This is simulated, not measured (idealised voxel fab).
process module | voxel ribs on slabs
cross-section cut | 235 nm wide | cells 5 nm
A cross-section is a grid of square cells, given in bands from the top down. A band is one or more rows of cells.
Each band's line starts with the height of the band's top and of its bottom, in nm. Then come its materials from left to right, each with its width in nm. One material with "throughout" fills the band from edge to edge. "air" is empty space.
Height 0 is the level under which the wafer as received is all one material. The lowest band goes on downwards, as in "0 down".
A width such as "30 to 40" changes by the same amount from each row of cells to the next, from the band's top row to its bottom row.
"no change" after a step means that no cell of the cross-section changed.
closed voids: empty space of 8 cells or more with no open way to the top, each as width x height at its distance from the left edge, in nm
after a step's settings: what the simulator itself notes on the step
overlay nm, on a step with a mask: how far to the right of its planned place the mask lay; to the left if negative
plan
1 op RECEIVE | material Si
2 op DIRECTIONAL_DEP | material SiO2 | thk nm 25
3 op DIRECTIONAL_DEP | material polySi | thk nm 20
4 op DIRECTIONAL_DEP | material aC | thk nm 10
5 op PATTERN | tone cover | mask id RIB | material resist | width nm 30 | thk nm 25 | overlay nm 0
6 op DIRECTIONAL_ETCH | etch materials aC | depth nm 10
7 op STRIP | etch materials resist
8 op DIRECTIONAL_ETCH | etch materials polySi | depth nm 10
9 op STRIP | etch materials aC
10 op MASKED_ETCH | tone cover | mask id SLAB | width nm 80 | etch materials polySi | depth nm 10 | overlay nm 0
11 op FILL_DEP | material SiO2 | thk nm 25
12 op CMP | height nm 60
13 op DIRECTIONAL_DEP | material TiN | thk nm 5
14 op PATTERN | tone cover | mask id HEATER | material resist | width nm 40 | thk nm 15 | overlay nm 0
15 op DIRECTIONAL_ETCH | etch materials TiN | depth nm 5
16 op STRIP | etch materials resist
17 op CONFORMAL_DEP | material SiO2 | thk nm 5
as received, after step 1
  0 down: Si throughout
  closed voids: none
a wafer at the end: this start, this plan, one mistake
  70 to 65: air 90 | SiO2 55 | air 90
  65 to 60: SiO2 95 | TiN 45 | SiO2 95
  60 to 45: SiO2 throughout
  45 to 35: SiO2 100 | polySi 30 | SiO2 105
  35 to 25: SiO2 75 | polySi 80 | SiO2 80
  25 to 0: SiO2 throughout
  0 down: Si throughout
  closed voids: none
what went wrong: step 14 ran as: op PATTERN | tone cover | mask id HEATER | material resist | width nm 45 | thk nm 15 | overlay nm 0
